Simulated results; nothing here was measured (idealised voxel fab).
Module name: voxel ribs on slabs (process module)
Xsec cut, 225 nm wide, square cell size 5 nm.
Cross-sections here: square-cell grids, written as top-down lists of bands, a band being one or more rows of cells.
For a band, the entry starts with two heights in nm, that of the top and then that of the bottom, and carries on with the band's materials in order from left to right, each alongside its width in nm; the word "throughout" beside a single material means it fills the band edge to edge, and "air" means empty space.
For the purposes of this specification, 0 denotes the height below which the wafer in its as-received condition is composed wholly of one material, and the lowermost band, lacking a lower limit, extends downward without end, as expressed in "0 nm and below".
Top row gets the first number, bottom row gets the second, and each row in between changes by the same step: that is how a band width like "30..40" works.
The cross-section has no changed cell in any step marked "no modifications".
"Closed void entries" enumerates empty spaces isolated from the top, with no open way to it, that contain at least 8 cells, giving each as width x height at distance from the left edge, all three in nm.
If you see something after the settings on a step's line, that's the simulator's own remark about that step.
overlay nm: for a step with a mask, the amount by which the mask lay right of where it was planned; a negative amount means left of it.

-- This section lists the process steps that were planned
| 1 | RECEIVE: material Si |
| 2 | DIRECTIONAL_DEP: material SiO2, thk nm 25 |
| 3 | DIRECTIONAL_DEP: material polySi, thk nm 20 |
| 4 | PATTERN: tone cover, mask id RIB, material resist, width nm 15, thk nm 20, overlay nm 0 |
| 5 | DIRECTIONAL_ETCH: etch materials polySi, depth nm 15 |
| 6 | STRIP: etch materials resist |
| 7 | MASKED_ETCH: tone cover, mask id SLAB, width nm 65, etch materials polySi, depth nm 5, overlay nm 0 |
| 8 | FILL_DEP: material SiO2, thk nm 20 |
| 9 | CMP: height nm 55 |
| 10 | DIRECTIONAL_DEP: material W, thk nm 10 |
| 11 | PATTERN: tone cover, mask id HEATER, material resist, width nm 25, thk nm 15, overlay nm 0 |
| 12 | DIRECTIONAL_ETCH: etch materials W, depth nm 10 |
| 13 | STRIP: etch materials resist |
| 14 | CONFORMAL_DEP: material SiN, thk nm 10 |

-- First out of two wafers; run went to plan

-- As-received state of the wafer in cross-section, equivalent to post-step 1
* 0 nm and below: Si throughout
* Closed void entries: none

-- So this is the wafer cross-section right after step 2
* 25 nm to 0 nm: SiO2 throughout
* Everything under 0 stays put, no change at all.

-- So this is the wafer cross-section right after step 3
* 45 nm to 25 nm: polySi throughout
* Everything under 25 stays put, no change at all.

-- So this is the wafer cross-section right after step 4
* 65 nm to 45 nm: air 105, resist 15, air 105
* Everything under 45 stays put, no change at all.

-- So this is the wafer cross-section right after step 5
* 65 nm to 45 nm: air 105, resist 15, air 105
* 45 nm to 30 nm: air 105, polySi 15, air 105
* Everything under 30 stays put, no change at all.

-- So this is the wafer cross-section right after step 6
* 45 nm to 30 nm: air 105, polySi 15, air 105
* Everything under 30 stays put, no change at all.

-- So this is the wafer cross-section right after step 7
* 45 nm to 30 nm: air 105, polySi 15, air 105
* 30 nm to 25 nm: air 80, polySi 65, air 80
* Everything under 25 stays put, no change at all.

-- So this is the wafer cross-section right after step 8
* 65 nm to 45 nm: SiO2 throughout
* 45 nm to 30 nm: SiO2 105, polySi 15, SiO2 105
* 30 nm to 25 nm: SiO2 80, polySi 65, SiO2 80
* Everything under 25 stays put, no change at all.

-- So this is the wafer cross-section right after step 9
* 55 nm to 45 nm: SiO2 throughout
* Everything under 45 stays put, no change at all.

-- So this is the wafer cross-section right after step 10
* 65 nm to 55 nm: W throughout
* Everything under 55 stays put, no change at all.

-- So this is the wafer cross-section right after step 11
* 80 nm to 65 nm: air 100, resist 25, air 100
* Everything under 65 stays put, no change at all.

-- So this is the wafer cross-section right after step 12
* 80 nm to 65 nm: air 100, resist 25, air 100
* 65 nm to 55 nm: air 100, W 25, air 100
* Everything under 55 stays put, no change at all.

-- So this is the wafer cross-section right after step 13
* 65 nm to 55 nm: air 100, W 25, air 100
* Everything under 55 stays put, no change at all.

-- So this is the wafer cross-section right after step 14
* 75 nm to 65 nm: air 90, SiN 45, air 90
* 65 nm to 55 nm: SiN 100, W 25, SiN 100
* Everything under 55 stays put, no change at all.

-- Second wafer. Start and plan as for the first. One mistake made in running. Agrees with the first up to and including step 7

-- Second wafer profile in section, at the moment step 8 of the plan was meant to be complete
* 65 nm to 45 nm: SiN throughout
* 45 nm to 30 nm: SiN 105, polySi 15, SiN 105
* 30 nm to 25 nm: SiN 80, polySi 65, SiN 80
* Everything under 25 stays put, no change at all.

-- Second wafer profile in section, at the moment step 9 of the plan was meant to be complete
* 55 nm to 45 nm: SiN throughout
* Everything under 45 stays put, no change at all.

-- Second wafer profile in section, at the moment step 10 of the plan was meant to be complete
* 65 nm to 55 nm: W throughout
* Everything under 55 stays put, no change at all.

-- Second wafer profile in section, at the moment step 11 of the plan was meant to be complete
* 80 nm to 65 nm: air 100, resist 25, air 100
* Everything under 65 stays put, no change at all.

-- Second wafer profile in section, at the moment step 12 of the plan was meant to be complete
* 80 nm to 65 nm: air 100, resist 25, air 100
* 65 nm to 55 nm: air 100, W 25, air 100
* Everything under 55 stays put, no change at all.

-- Second wafer profile in section, at the moment step 13 of the plan was meant to be complete
* 65 nm to 55 nm: air 100, W 25, air 100
* Everything under 55 stays put, no change at all.

-- Second wafer profile in section, at the moment step 14 of the plan was meant to be complete
* 75 nm to 65 nm: air 90, SiN 45, air 90
* 65 nm to 55 nm: SiN 100, W 25, SiN 100
* Everything under 55 stays put, no change at all.
Processing error: step 8 ran with different settings than intended, the actual operation and settings being FILL_DEP: material SiN, thk nm 20
Upon completion, the second wafer contains, in terms of cells, a greater or smaller amount of certain materials than the first wafer: 248 more of SiN; 248 fewer of SiO2
